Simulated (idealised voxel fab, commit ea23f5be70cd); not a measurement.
You're looking at the process module voxel released beams.
For reference, the cross-section in this document is cut, with width 250 nm and square cells of 5 nm.
Cross-section spec: square-cell grid; bands listed top down; each band is one or more rows. In this notation a band is specified by the heights of its top and bottom, in that order and in nm, after which its materials appear from left to right, each paired with its width in nm. The word "all across" attached to a single material means that material fills the band from edge to edge; the word "air" stands for empty space. Heights are expressed relative to 0, this being the level below which the as-received wafer comprises one material exclusively. The lowest band is unbounded in the downward direction and is denoted as in "top 0, no bottom". Graded width ("30..40"): value in top row of band = first number; value in bottom row = second number; row-to-row change constant. Where a step carries "nothing was modified", the cross-section came out of it unchanged, cell for cell. The label "Closed void list" introduces a list of the empty spaces, 8 cells or larger, that have no open way up to the top; each entry in it reads width x height at distance, where the distance is taken from the left edge and all three are stated in nm. Step line, after settings: the simulator's comment on this step. overlay nm: right-of-plan distance of the mask on a masked step; negative values mean left-of-plan.
### Process steps - plan
1 RECEIVE | material Si
2 CONFORMAL_DEP | material SiN | thk nm 5
3 DIRECTIONAL_DEP | material SiO2 | thk nm 10
4 PATTERN | tone open | mask id ANCHOR | material resist | width nm 15 | thk nm 15 | overlay nm 0
5 DIRECTIONAL_ETCH | etch materials SiO2 | depth nm 10
6 STRIP | etch materials resist
7 CONFORMAL_DEP | material W | thk nm 10
8 DIRECTIONAL_DEP | material aC | thk nm 10
9 PATTERN | tone cover | mask id BEAM | material resist | width nm 70 | thk nm 25 | overlay nm 0
10 DIRECTIONAL_ETCH | etch materials aC | depth nm 10
11 STRIP | etch materials resist
12 DIRECTIONAL_ETCH | etch materials W | depth nm 10
13 STRIP | etch materials aC
14 STRIP | etch materials SiO2
Variable across wafers: step 4 width nm (plan value is that of the first wafer; starting state common to all).
### As-received cross-section, first of several wafers, post step 1
top 0, no bottom = Si all across
Closed void list: none
### Depicted here is the first of several wafers in cross-section, at module completion following the last step, step 14
top 25, bottom 15 = 85 nm air; 70 nm W; 95 nm air
top 15, bottom 5 = 95 nm air; 15 nm W; 140 nm air
top 5, bottom 0 = SiN all across
top 0, no bottom = Si all across
Closed void list: none
### End of module: cross-section, last of several wafers
top 25, bottom 15 = 85 nm air; 10 nm W; 20 nm air; 40 nm W; 95 nm air
top 15, bottom 5 = 85 nm air; 40 nm W; 125 nm air
top 5, bottom 0 = SiN all across
top 0, no bottom = Si all across
Closed void list: none
### For your reference, the table is organized with a row per wafer; each row reflects the wafer at the end of the module, indicating for each material the cells gained (+) or lost (-) since receipt, and thereafter its closed voids
width nm 15, +50 SiN, +34 W, Closed void list: none
width nm 20, +50 SiN, +36 W, Closed void list: none
width nm 25, +50 SiN, +36 W, Closed void list: none
width nm 30, +50 SiN, +36 W, Closed void list: none
width nm 35, +50 SiN, +36 W, Closed void list: none
width nm 40, +50 SiN, +36 W, Closed void list: none
